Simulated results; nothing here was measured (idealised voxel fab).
process module | voxel transistor to metal
cross-section cut | 140 nm wide | cells 5 nm
A cross-section is a grid of square cells, given in bands from the top down. A band is one or more rows of cells.
Each band's line starts with the height of the band's top and of its bottom, in nm. Then come its materials from left to right, each with its width in nm. One material with "throughout" fills the band from edge to edge. "air" is empty space.
Height 0 is the level under which the wafer as received is all one material. The lowest band goes on downwards, as in "0 down".
A width such as "30 to 40" changes by the same amount from each row of cells to the next, from the band's top row to its bottom row.
"no change" after a step means that no cell of the cross-section changed.
closed voids: empty space of 8 cells or more with no open way to the top, each as width x height at its distance from the left edge, in nm
after a step's settings: what the simulator itself notes on the step
overlay nm, on a step with a mask: how far to the right of its planned place the mask lay; to the left if negative
plan
1 op RECEIVE | material Si
2 op OXIDIZE | depth nm 5
3 op CONFORMAL_DEP | material SiN | thk nm 15
4 op MASKED_ETCH | tone cover | mask id ACTIVE | width nm 110 | etch materials SiN | depth nm 15 | overlay nm 0
5 op MASKED_ETCH | tone cover | mask id ACTIVE | width nm 110 | etch materials SiO2 | depth nm 5 | overlay nm 0
6 op MASKED_ETCH | tone cover | mask id ACTIVE | width nm 110 | etch materials Si | depth nm 35 | overlay nm 0
7 op FILL_DEP | material SiO2 | thk nm 5
8 op CMP | height nm 15
9 op SELECTIVE_ETCH | etch materials SiO2 | depth nm 10
10 op STRIP | etch materials SiN
11 op SELECTIVE_ETCH | etch materials SiO2 | depth nm 5
12 op OXIDIZE | depth nm 5
13 op DIRECTIONAL_DEP | material polySi | thk nm 30
14 op DIRECTIONAL_DEP | material SiCN | thk nm 15
15 op DIRECTIONAL_DEP | material aC | thk nm 10
16 op PATTERN | tone cover | mask id GATE | material resist | width nm 20 | thk nm 25 | overlay nm 0
17 op DIRECTIONAL_ETCH | etch materials aC | depth nm 10
18 op STRIP | etch materials resist
19 op DIRECTIONAL_ETCH | etch materials SiCN | depth nm 25
20 op DIRECTIONAL_ETCH | etch materials polySi | depth nm 40
21 op STRIP | etch materials aC
22 op CONFORMAL_DEP | material SiO2 | thk nm 5
23 op DIRECTIONAL_ETCH | etch materials SiO2 | depth nm 5
24 op CONFORMAL_DEP | material SiN | thk nm 5
25 op DIRECTIONAL_ETCH | etch materials SiN | depth nm 5
26 op DIRECTIONAL_ETCH | etch materials SiO2 | depth nm 5
27 op DIRECTIONAL_ETCH | etch materials Si | depth nm 10
28 op EPI | material SiGe | thk nm 15
29 op FILL_DEP | material SiO2 | thk nm 5
30 op CMP | height nm 40
31 op DIRECTIONAL_DEP | material SiO2 | thk nm 15
32 op DIRECTIONAL_DEP | material aC | thk nm 15
33 op PATTERN | tone open | mask id CONTACT | material resist | width nm 20 | pitch nm 80 | thk nm 30 | overlay nm 0
34 op DIRECTIONAL_ETCH | etch materials aC | depth nm 15
35 op STRIP | etch materials resist
36 op DIRECTIONAL_ETCH | etch materials SiO2 | depth nm 50
37 op STRIP | etch materials aC
38 op CONFORMAL_DEP | material TiN | thk nm 5
39 op FILL_DEP | material Ru | thk nm 10
40 op CMP | height nm 55
41 op CONFORMAL_DEP | material SiCN | thk nm 5
42 op DIRECTIONAL_DEP | material SiO2 | thk nm 15
43 op DIRECTIONAL_DEP | material aC | thk nm 15
44 op PATTERN | tone open | mask id METAL_1 | material resist | width nm 20 | pitch nm 80 | thk nm 35 | overlay nm 0
45 op DIRECTIONAL_ETCH | etch materials aC | depth nm 15
46 op STRIP | etch materials resist
47 op DIRECTIONAL_ETCH | etch materials SiO2 | depth nm 15
48 op DIRECTIONAL_ETCH | etch materials SiCN | depth nm 5
49 op STRIP | etch materials aC
50 op CONFORMAL_DEP | material TiN | thk nm 5
51 op FILL_DEP | material W | thk nm 10
52 op CMP | height nm 75
53 op CONFORMAL_DEP | material SiCN | thk nm 5
as received, after step 1
  0 down: Si throughout
  closed voids: none
first wafer at the end, as planned
  80 to 75: SiCN throughout
  75 to 60: SiO2 20 | TiN 5 | W 10 | TiN 5 | SiO2 60 | TiN 5 | W 10 | TiN 5 | SiO2 20
  60 to 55: SiCN 20 | TiN 20 | SiCN 60 | TiN 20 | SiCN 20
  55 to 40: SiO2 20 | TiN 5 | Ru 10 | TiN 5 | SiO2 60 | TiN 5 | Ru 10 | TiN 5 | SiO2 20
  40 to 25: SiO2 20 | TiN 5 | Ru 10 | TiN 5 | SiO2 10 | SiN 5 | SiO2 5 | SiCN 20 | SiO2 5 | SiN 5 | SiO2 10 | TiN 5 | Ru 10 | TiN 5 | SiO2 20
  25 to 10: SiO2 20 | TiN 5 | Ru 10 | TiN 5 | SiO2 10 | SiN 5 | SiO2 5 | polySi 20 | SiO2 5 | SiN 5 | SiO2 10 | TiN 5 | Ru 10 | TiN 5 | SiO2 20
  10 to 5: SiO2 20 | TiN 20 | SiO2 10 | SiN 5 | SiO2 5 | polySi 20 | SiO2 5 | SiN 5 | SiO2 10 | TiN 20 | SiO2 20
  5 to 0: SiO2 15 | SiGe 35 | SiN 5 | SiO2 5 | polySi 20 | SiO2 5 | SiN 5 | SiGe 35 | SiO2 15
  0 to -5: SiO2 15 | SiN 5 | SiGe 30 | SiN 5 | SiO2 5 | polySi 20 | SiO2 5 | SiN 5 | SiGe 30 | SiN 5 | SiO2 15
  -5 to -10: SiO2 20 | SiGe 30 | SiO2 40 | SiGe 30 | SiO2 20
  -10 to -20: SiO2 15 | Si 5 | SiGe 30 | Si 40 | SiGe 30 | Si 5 | SiO2 15
  -20 to -40: SiO2 15 | Si 110 | SiO2 15
  -40 down: Si throughout
  closed voids: none
second wafer at the end: like start, like plan, one mistake
  80 to 75: SiCN throughout
  75 to 60: SiO2 20 | TiN 5 | W 10 | TiN 5 | SiO2 60 | TiN 5 | W 10 | TiN 5 | SiO2 20
  60 to 55: SiCN 20 | TiN 20 | SiCN 60 | TiN 20 | SiCN 20
  55 to 45: Ru 15 | TiN 5 | SiO2 20 | TiN 5 | Ru 50 | TiN 5 | SiO2 20 | TiN 5 | Ru 15
  45 to 40: Ru 15 | TiN 5 | SiO2 20 | TiN 60 | SiO2 20 | TiN 5 | Ru 15
  40 to 25: Ru 15 | TiN 5 | SiO2 20 | TiN 10 | SiN 5 | TiN 5 | SiCN 20 | TiN 5 | SiN 5 | TiN 10 | SiO2 20 | TiN 5 | Ru 15
  25 to 10: Ru 15 | TiN 5 | SiO2 20 | TiN 10 | SiN 5 | TiN 5 | polySi 20 | TiN 5 | SiN 5 | TiN 10 | SiO2 20 | TiN 5 | Ru 15
  10 to 5: TiN 20 | SiO2 20 | TiN 10 | SiN 5 | TiN 5 | polySi 20 | TiN 5 | SiN 5 | TiN 10 | SiO2 20 | TiN 20
  5 to 0: SiO2 15 | SiGe 35 | SiN 5 | SiO2 5 | polySi 20 | SiO2 5 | SiN 5 | SiGe 35 | SiO2 15
  0 to -5: SiO2 15 | SiN 5 | SiGe 30 | SiN 5 | SiO2 5 | polySi 20 | SiO2 5 | SiN 5 | SiGe 30 | SiN 5 | SiO2 15
  -5 to -10: SiO2 20 | SiGe 30 | SiO2 40 | SiGe 30 | SiO2 20
  -10 to -20: SiO2 15 | Si 5 | SiGe 30 | Si 40 | SiGe 30 | Si 5 | SiO2 15
  -20 to -40: SiO2 15 | Si 110 | SiO2 15
  -40 down: Si throughout
  closed voids: none
what went wrong: step 33 ran as: op PATTERN | tone cover | mask id CONTACT | material resist | width nm 20 | pitch nm 80 | thk nm 30 | overlay nm 0
at the end the second wafer has, in cells: 38 more of Ru | 78 fewer of SiO2 | 40 more of TiN
